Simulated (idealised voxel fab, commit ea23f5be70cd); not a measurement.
process module | voxel gate over fins
cross-section cut | 285 nm wide | cells 5 nm
A cross-section is a grid of square cells, given in bands from the top down. A band is one or more rows of cells.
Each band's line starts with the height of the band's top and of its bottom, in nm. Then come its materials from left to right, each with its width in nm. One material with "throughout" fills the band from edge to edge. "air" is empty space.
Height 0 is the level under which the wafer as received is all one material. The lowest band goes on downwards, as in "0 down".
A width such as "30 to 40" changes by the same amount from each row of cells to the next, from the band's top row to its bottom row.
"no change" after a step means that no cell of the cross-section changed.
closed voids: empty space of 8 cells or more with no open way to the top, each as width x height at its distance from the left edge, in nm
after a step's settings: what the simulator itself notes on the step
overlay nm, on a step with a mask: how far to the right of its planned place the mask lay; to the left if negative
plan
1 op RECEIVE | material Si
2 op CONFORMAL_DEP | material SiN | thk nm 5
3 op DIRECTIONAL_DEP | material aC | thk nm 15
4 op PATTERN | tone cover | mask id FINS | material resist | width nm 15 | pitch nm 50 | thk nm 30 | overlay nm 0
5 op DIRECTIONAL_ETCH | etch materials aC | depth nm 15
6 op STRIP | etch materials resist
7 op DIRECTIONAL_ETCH | etch materials SiN | depth nm 5
8 op DIRECTIONAL_ETCH | etch materials Si | depth nm 40
9 op STRIP | etch materials aC
10 op FILL_DEP | material SiO2 | thk nm 10
11 op CMP | height nm 5
12 op DIRECTIONAL_DEP | material aC | thk nm 15
13 op PATTERN | tone open | mask id RAIL | material resist | width nm 15 | thk nm 35 | overlay nm 0
14 op DIRECTIONAL_ETCH | etch materials aC | depth nm 15
15 op STRIP | etch materials resist
16 op DIRECTIONAL_ETCH | etch materials SiO2 | depth nm 40
17 op STRIP | etch materials aC
18 op CONFORMAL_DEP | material TiN | thk nm 5
19 op FILL_DEP | material W | thk nm 5
20 op CMP | height nm 5
21 op SELECTIVE_ETCH | etch materials W Ru TiN | depth nm 20
22 op FILL_DEP | material SiO2 | thk nm 5
23 op CMP | height nm 5
24 op SELECTIVE_ETCH | etch materials SiO2 | depth nm 15
25 op STRIP | etch materials SiN
26 op CONFORMAL_DEP | material HfO2 | thk nm 5
27 op CONFORMAL_DEP | material TiN | thk nm 5
28 op CONFORMAL_DEP | material TiAl | thk nm 5
29 op CONFORMAL_DEP | material TiN | thk nm 5
30 op FILL_DEP | material W | thk nm 10
31 op CMP | height nm 25
32 op CONFORMAL_DEP | material SiN | thk nm 10
first wafer, as planned
as received, after step 1
  0 down: Si throughout
  closed voids: none
after step 2
  5 to 0: SiN throughout
  below 0: unchanged
after step 3
  20 to 5: aC throughout
  below 5: unchanged
after step 4
  50 to 20: air 85 | resist 15 | air 35 | resist 15 | air 35 | resist 15 | air 85
  below 20: unchanged
after step 5
  35 to 20: air 85 | resist 15 | air 35 | resist 15 | air 35 | resist 15 | air 85
  20 to 5: air 85 | aC 15 | air 35 | aC 15 | air 35 | aC 15 | air 85
  below 5: unchanged
after step 6
  20 to 5: air 85 | aC 15 | air 35 | aC 15 | air 35 | aC 15 | air 85
  below 5: unchanged
after step 7
  20 to 5: air 85 | aC 15 | air 35 | aC 15 | air 35 | aC 15 | air 85
  5 to 0: air 85 | SiN 15 | air 35 | SiN 15 | air 35 | SiN 15 | air 85
  below 0: unchanged
after step 8
  20 to 5: air 85 | aC 15 | air 35 | aC 15 | air 35 | aC 15 | air 85
  5 to 0: air 85 | SiN 15 | air 35 | SiN 15 | air 35 | SiN 15 | air 85
  0 to -40: air 85 | Si 15 | air 35 | Si 15 | air 35 | Si 15 | air 85
  below -40: unchanged
after step 9
  5 to 0: air 85 | SiN 15 | air 35 | SiN 15 | air 35 | SiN 15 | air 85
  below 0: unchanged
after step 10
  15 to 5: SiO2 throughout
  5 to 0: SiO2 85 | SiN 15 | SiO2 35 | SiN 15 | SiO2 35 | SiN 15 | SiO2 85
  0 to -40: SiO2 85 | Si 15 | SiO2 35 | Si 15 | SiO2 35 | Si 15 | SiO2 85
  below -40: unchanged
after step 11
  5 to 0: SiO2 85 | SiN 15 | SiO2 35 | SiN 15 | SiO2 35 | SiN 15 | SiO2 85
  below 0: unchanged
after step 12
  20 to 5: aC throughout
  below 5: unchanged
after step 13
  55 to 20: resist 110 | air 15 | resist 160
  below 20: unchanged
after step 14
  40 to 20: resist 110 | air 15 | resist 160
  20 to 5: aC 110 | air 15 | aC 160
  below 5: unchanged
after step 15
  20 to 5: aC 110 | air 15 | aC 160
  below 5: unchanged
after step 16
  20 to 5: aC 110 | air 15 | aC 160
  5 to 0: SiO2 85 | SiN 15 | SiO2 10 | air 15 | SiO2 10 | SiN 15 | SiO2 35 | SiN 15 | SiO2 85
  0 to -35: SiO2 85 | Si 15 | SiO2 10 | air 15 | SiO2 10 | Si 15 | SiO2 35 | Si 15 | SiO2 85
  below -35: unchanged
after step 17
  5 to 0: SiO2 85 | SiN 15 | SiO2 10 | air 15 | SiO2 10 | SiN 15 | SiO2 35 | SiN 15 | SiO2 85
  below 0: unchanged
after step 18
  10 to 5: TiN 115 | air 5 | TiN 165
  5 to 0: SiO2 85 | SiN 15 | SiO2 10 | TiN 5 | air 5 | TiN 5 | SiO2 10 | SiN 15 | SiO2 35 | SiN 15 | SiO2 85
  0 to -30: SiO2 85 | Si 15 | SiO2 10 | TiN 5 | air 5 | TiN 5 | SiO2 10 | Si 15 | SiO2 35 | Si 15 | SiO2 85
  -30 to -35: SiO2 85 | Si 15 | SiO2 10 | TiN 15 | SiO2 10 | Si 15 | SiO2 35 | Si 15 | SiO2 85
  below -35: unchanged
after step 19
  15 to 10: W throughout
  10 to 5: TiN 115 | W 5 | TiN 165
  5 to 0: SiO2 85 | SiN 15 | SiO2 10 | TiN 5 | W 5 | TiN 5 | SiO2 10 | SiN 15 | SiO2 35 | SiN 15 | SiO2 85
  0 to -30: SiO2 85 | Si 15 | SiO2 10 | TiN 5 | W 5 | TiN 5 | SiO2 10 | Si 15 | SiO2 35 | Si 15 | SiO2 85
  below -30: unchanged
after step 20
  5 to 0: SiO2 85 | SiN 15 | SiO2 10 | TiN 5 | W 5 | TiN 5 | SiO2 10 | SiN 15 | SiO2 35 | SiN 15 | SiO2 85
  below 0: unchanged
after step 21
  5 to 0: SiO2 85 | SiN 15 | SiO2 10 | air 15 | SiO2 10 | SiN 15 | SiO2 35 | SiN 15 | SiO2 85
  0 to -15: SiO2 85 | Si 15 | SiO2 10 | air 15 | SiO2 10 | Si 15 | SiO2 35 | Si 15 | SiO2 85
  below -15: unchanged
after step 22
  10 to 5: SiO2 throughout
  5 to 0: SiO2 85 | SiN 15 | SiO2 35 | SiN 15 | SiO2 35 | SiN 15 | SiO2 85
  0 to -15: SiO2 85 | Si 15 | SiO2 35 | Si 15 | SiO2 35 | Si 15 | SiO2 85
  below -15: unchanged
after step 23
  5 to 0: SiO2 85 | SiN 15 | SiO2 35 | SiN 15 | SiO2 35 | SiN 15 | SiO2 85
  below 0: unchanged
after step 24
  5 to 0: air 85 | SiN 15 | air 35 | SiN 15 | air 35 | SiN 15 | air 85
  0 to -10: air 85 | Si 15 | air 35 | Si 15 | air 35 | Si 15 | air 85
  below -10: unchanged
after step 25
  0 to -10: air 85 | Si 15 | air 35 | Si 15 | air 35 | Si 15 | air 85
  below -10: unchanged
after step 26
  5 to 0: air 80 | HfO2 25 | air 25 | HfO2 25 | air 25 | HfO2 25 | air 80
  0 to -5: air 80 | HfO2 5 | Si 15 | HfO2 5 | air 25 | HfO2 5 | Si 15 | HfO2 5 | air 25 | HfO2 5 | Si 15 | HfO2 5 | air 80
  -5 to -10: HfO2 85 | Si 15 | HfO2 35 | Si 15 | HfO2 35 | Si 15 | HfO2 85
  below -10: unchanged
after step 27
  10 to 5: air 75 | TiN 35 | air 15 | TiN 35 | air 15 | TiN 35 | air 75
  5 to 0: air 75 | TiN 5 | HfO2 25 | TiN 5 | air 15 | TiN 5 | HfO2 25 | TiN 5 | air 15 | TiN 5 | HfO2 25 | TiN 5 | air 75
  0 to -5: TiN 80 | HfO2 5 | Si 15 | HfO2 5 | TiN 25 | HfO2 5 | Si 15 | HfO2 5 | TiN 25 | HfO2 5 | Si 15 | HfO2 5 | TiN 80
  below -5: unchanged
after step 28
  15 to 10: air 70 | TiAl 45 | air 5 | TiAl 45 | air 5 | TiAl 45 | air 70
  10 to 5: air 70 | TiAl 5 | TiN 35 | TiAl 5 | air 5 | TiAl 5 | TiN 35 | TiAl 5 | air 5 | TiAl 5 | TiN 35 | TiAl 5 | air 70
  5 to 0: TiAl 75 | TiN 5 | HfO2 25 | TiN 5 | TiAl 15 | TiN 5 | HfO2 25 | TiN 5 | TiAl 15 | TiN 5 | HfO2 25 | TiN 5 | TiAl 75
  below 0: unchanged
after step 29
  20 to 15: air 65 | TiN 155 | air 65
  15 to 10: air 65 | TiN 5 | TiAl 45 | TiN 5 | TiAl 45 | TiN 5 | TiAl 45 | TiN 5 | air 65
  10 to 5: TiN 70 | TiAl 5 | TiN 35 | TiAl 5 | TiN 5 | TiAl 5 | TiN 35 | TiAl 5 | TiN 5 | TiAl 5 | TiN 35 | TiAl 5 | TiN 70
  below 5: unchanged
after step 30
  30 to 20: W throughout
  20 to 15: W 65 | TiN 155 | W 65
  15 to 10: W 65 | TiN 5 | TiAl 45 | TiN 5 | TiAl 45 | TiN 5 | TiAl 45 | TiN 5 | W 65
  below 10: unchanged
after step 31
  25 to 20: W throughout
  below 20: unchanged
after step 32
  35 to 25: SiN throughout
  below 25: unchanged
second wafer: like start, like plan, one mistake. Through step 26 it matches the first wafer
when step 27 should have ended: no change
when step 28 should have ended
  10 to 5: air 75 | TiAl 35 | air 15 | TiAl 35 | air 15 | TiAl 35 | air 75
  5 to 0: air 75 | TiAl 5 | HfO2 25 | TiAl 5 | air 15 | TiAl 5 | HfO2 25 | TiAl 5 | air 15 | TiAl 5 | HfO2 25 | TiAl 5 | air 75
  0 to -5: TiAl 80 | HfO2 5 | Si 15 | HfO2 5 | TiAl 25 | HfO2 5 | Si 15 | HfO2 5 | TiAl 25 | HfO2 5 | Si 15 | HfO2 5 | TiAl 80
  below -5: unchanged
when step 29 should have ended
  15 to 10: air 70 | TiN 45 | air 5 | TiN 45 | air 5 | TiN 45 | air 70
  10 to 5: air 70 | TiN 5 | TiAl 35 | TiN 5 | air 5 | TiN 5 | TiAl 35 | TiN 5 | air 5 | TiN 5 | TiAl 35 | TiN 5 | air 70
  5 to 0: TiN 75 | TiAl 5 | HfO2 25 | TiAl 5 | TiN 15 | TiAl 5 | HfO2 25 | TiAl 5 | TiN 15 | TiAl 5 | HfO2 25 | TiAl 5 | TiN 75
  below 0: unchanged
when step 30 should have ended
  25 to 15: W throughout
  15 to 10: W 70 | TiN 45 | W 5 | TiN 45 | W 5 | TiN 45 | W 70
  10 to 5: W 70 | TiN 5 | TiAl 35 | TiN 5 | W 5 | TiN 5 | TiAl 35 | TiN 5 | W 5 | TiN 5 | TiAl 35 | TiN 5 | W 70
  below 5: unchanged
when step 31 should have ended: no change
when step 32 should have ended
  35 to 25: SiN throughout
  below 25: unchanged
what went wrong: step 27 was left out
at the end the second wafer has, in cells: 65 fewer of TiN | 65 more of W
